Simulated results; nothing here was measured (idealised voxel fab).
The following process module bears the name voxel capacitor over wiring.
The width of the displayed cross-section, cut, is 260 nm; its cells are square, with a size of 5 nm.
Cross-section layout: square cells on a grid; listed as bands, top to bottom; a band spans one or more cell rows. Top height, bottom height, nm. Materials left to right, width each, nm. Single material + "edge to edge" = fills band edge to edge. "empty" = empty. The reference from which all heights are counted is 0, the level beneath which the as-received wafer is entirely one material; the lowest band, having no lower bound, proceeds downward and is written after the example "0 and below". Read "30..40" as a graded width: first number on top, second number at the bottom, same change between each pair of neighbouring rows. It should be understood that the words "no modification", when stated for a given step, signify that the cross-section underwent no change in any of its cells during that step. Basically, "Trapped void list" tells you about the enclosed voids: empty spaces with no open way to the top, 8 cells or bigger, each written width x height at distance, where distance is from the left edge, all in nm. Note: text after step settings on the step line = simulator remark on that step. A step line may carry the setting "overlay nm", which, for steps involving a mask, states the distance by which the mask lay to the right of its intended position; negative values denote displacement to the left.
### Steps in the process plan
1: RECEIVE | material Si
2: CONFORMAL_DEP | material SiO2 | thk nm 15
3: CONFORMAL_DEP | material SiCN | thk nm 5
4: DIRECTIONAL_DEP | material lowk | thk nm 25
5: DIRECTIONAL_DEP | material aC | thk nm 10
6: PATTERN | tone open | mask id METAL_1 | material resist | width nm 20 | pitch nm 80 | thk nm 30 | overlay nm 0
7: DIRECTIONAL_ETCH | etch materials aC | depth nm 10
8: STRIP | etch materials resist
9: DIRECTIONAL_ETCH | etch materials lowk | depth nm 25
10: DIRECTIONAL_ETCH | etch materials SiCN | depth nm 5
11: STRIP | etch materials aC
12: CONFORMAL_DEP | material TiN | thk nm 5
13: FILL_DEP | material Ru | thk nm 5
14: CMP | height nm 45
15: EPI | material Ru | thk nm 5
16: FILL_DEP | material SiCN | thk nm 5
17: DIRECTIONAL_DEP | material SiO2 | thk nm 20
18: MASKED_ETCH | tone open | mask id PLUG_1 | width nm 15 | etch materials SiO2 | depth nm 20 | overlay nm 0
19: MASKED_ETCH | tone open | mask id PLUG_1 | width nm 15 | etch materials SiCN | depth nm 5 | overlay nm 0
20: CONFORMAL_DEP | material TiN | thk nm 5
21: FILL_DEP | material W | thk nm 10
22: CMP | height nm 75
23: DIRECTIONAL_DEP | material TiN | thk nm 5
24: DIRECTIONAL_DEP | material Al2O3 | thk nm 5
25: DIRECTIONAL_DEP | material TiN | thk nm 10
26: PATTERN | tone cover | mask id UPPER_PLATE | material resist | width nm 65 | thk nm 15 | overlay nm 0
27: DIRECTIONAL_ETCH | etch materials TiN | depth nm 10
28: DIRECTIONAL_ETCH | etch materials Al2O3 | depth nm 5
29: STRIP | etch materials resist
30: PATTERN | tone cover | mask id LOWER_PLATE | material resist | width nm 75 | thk nm 15 | overlay nm 0
31: DIRECTIONAL_ETCH | etch materials TiN | depth nm 5
32: STRIP | etch materials resist
33: FILL_DEP | material SiO2 | thk nm 20
34: CMP | height nm 110
35: PATTERN | tone open | mask id PLUG_2 | material resist | width nm 15 | thk nm 15 | overlay nm 0
36: DIRECTIONAL_ETCH | etch materials SiO2 | depth nm 15
37: STRIP | etch materials resist
38: CONFORMAL_DEP | material TiN | thk nm 5
39: FILL_DEP | material Ru | thk nm 10
40: CMP | height nm 110
41: CONFORMAL_DEP | material SiCN | thk nm 5
### Cross-section: wafer on arrival = after step 1
* 0 and below | Si edge to edge
* Trapped void list: none
### First of two wafers, end-of-module section, run followed plan
* 115 down to 110 | SiCN edge to edge
* 110 down to 100 | 95 SiO2, 5 TiN, 5 Ru, 5 TiN, 150 SiO2
* 100 down to 95 | 95 SiO2, 15 TiN, 150 SiO2
* 95 down to 85 | 85 SiO2, 65 TiN, 110 SiO2
* 85 down to 80 | 85 SiO2, 65 Al2O3, 110 SiO2
* 80 down to 75 | 80 SiO2, 75 TiN, 105 SiO2
* 75 down to 55 | 85 SiO2, 5 TiN, 5 W, 5 TiN, 160 SiO2
* 55 down to 50 | 85 SiCN, 15 TiN, 160 SiCN
* 50 down to 45 | 75 SiCN, 30 Ru, 50 SiCN, 30 Ru, 75 SiCN
* 45 down to 20 | 80 lowk, 5 TiN, 10 Ru, 5 TiN, 60 lowk, 5 TiN, 10 Ru, 5 TiN, 80 lowk
* 20 down to 15 | 80 SiCN, 20 TiN, 60 SiCN, 20 TiN, 80 SiCN
* 15 down to 0 | SiO2 edge to edge
* 0 and below | Si edge to edge
* Trapped void list: none
### Second wafer through the module, sectioned at the end: same beginning and same plan as the first wafer, with one mistake in carrying it out
* 115 down to 110 | SiCN edge to edge
* 110 down to 100 | 95 SiO2, 5 TiN, 5 Ru, 5 TiN, 150 SiO2
* 100 down to 95 | 95 SiO2, 15 TiN, 150 SiO2
* 95 down to 85 | 90 SiO2, 60 TiN, 110 SiO2
* 85 down to 80 | 90 SiO2, 60 Al2O3, 110 SiO2
* 80 down to 75 | 80 SiO2, 75 TiN, 105 SiO2
* 75 down to 55 | 85 SiO2, 5 TiN, 5 W, 5 TiN, 160 SiO2
* 55 down to 50 | 85 SiCN, 15 TiN, 160 SiCN
* 50 down to 45 | 75 SiCN, 30 Ru, 50 SiCN, 30 Ru, 75 SiCN
* 45 down to 20 | 80 lowk, 5 TiN, 10 Ru, 5 TiN, 60 lowk, 5 TiN, 10 Ru, 5 TiN, 80 lowk
* 20 down to 15 | 80 SiCN, 20 TiN, 60 SiCN, 20 TiN, 80 SiCN
* 15 down to 0 | SiO2 edge to edge
* 0 and below | Si edge to edge
* Trapped void list: none
Against the plan, the run slipped here: so step 26 ended up running with a different setting than we planned, it ran as PATTERN | tone cover | mask id UPPER_PLATE | material resist | width nm 60 | thk nm 15 | overlay nm 0
FYI, end of process, the second wafer has more or fewer cells of some materials than the first: 1 fewer of Al2O3, 3 more of SiO2, 2 fewer of TiN
